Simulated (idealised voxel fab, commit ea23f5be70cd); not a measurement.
process module | voxel quadruple lines
cross-section cut | 140 nm wide | cells 5 nm
A cross-section is a grid of square cells, given in bands from the top down. A band is one or more rows of cells.
Each band's line starts with the height of the band's top and of its bottom, in nm. Then come its materials from left to right, each with its width in nm. One material with "throughout" fills the band from edge to edge. "air" is empty space.
Height 0 is the level under which the wafer as received is all one material. The lowest band goes on downwards, as in "0 down".
A width such as "30 to 40" changes by the same amount from each row of cells to the next, from the band's top row to its bottom row.
"no change" after a step means that no cell of the cross-section changed.
closed voids: empty space of 8 cells or more with no open way to the top, each as width x height at its distance from the left edge, in nm
after a step's settings: what the simulator itself notes on the step
overlay nm, on a step with a mask: how far to the right of its planned place the mask lay; to the left if negative
plan
1 op RECEIVE | material Si
2 op CONFORMAL_DEP | material Al2O3 | thk nm 5
3 op DIRECTIONAL_DEP | material Ru | thk nm 10
4 op DIRECTIONAL_DEP | material polySi | thk nm 20
5 op DIRECTIONAL_DEP | material aC | thk nm 25
6 op PATTERN | tone cover | mask id MANDREL | material resist | width nm 30 | thk nm 35 | overlay nm 0
7 op DIRECTIONAL_ETCH | etch materials aC | depth nm 25
8 op STRIP | etch materials resist
9 op CONFORMAL_DEP | material SiO2 | thk nm 10
10 op DIRECTIONAL_ETCH | etch materials SiO2 | depth nm 10
11 op STRIP | etch materials aC
12 op DIRECTIONAL_ETCH | etch materials polySi | depth nm 20
13 op STRIP | etch materials SiO2
14 op CONFORMAL_DEP | material SiN | thk nm 10
15 op DIRECTIONAL_ETCH | etch materials SiN | depth nm 10
16 op STRIP | etch materials polySi
17 op DIRECTIONAL_ETCH | etch materials Ru | depth nm 10
18 op STRIP | etch materials SiN
19 op FILL_DEP | material SiO2 | thk nm 10
20 op CMP | height nm 15
as received, after step 1
  0 down: Si throughout
  closed voids: none
a wafer at the end: this start, this plan, one mistake
  15 to 5: SiO2 30 | Ru 10 | SiO2 10 | Ru 10 | SiO2 20 | Ru 10 | SiO2 10 | Ru 10 | SiO2 30
  5 to 0: Al2O3 throughout
  0 down: Si throughout
  closed voids: none
what went wrong: step 6 ran as: op PATTERN | tone cover | mask id MANDREL | material resist | width nm 40 | thk nm 35 | overlay nm 0
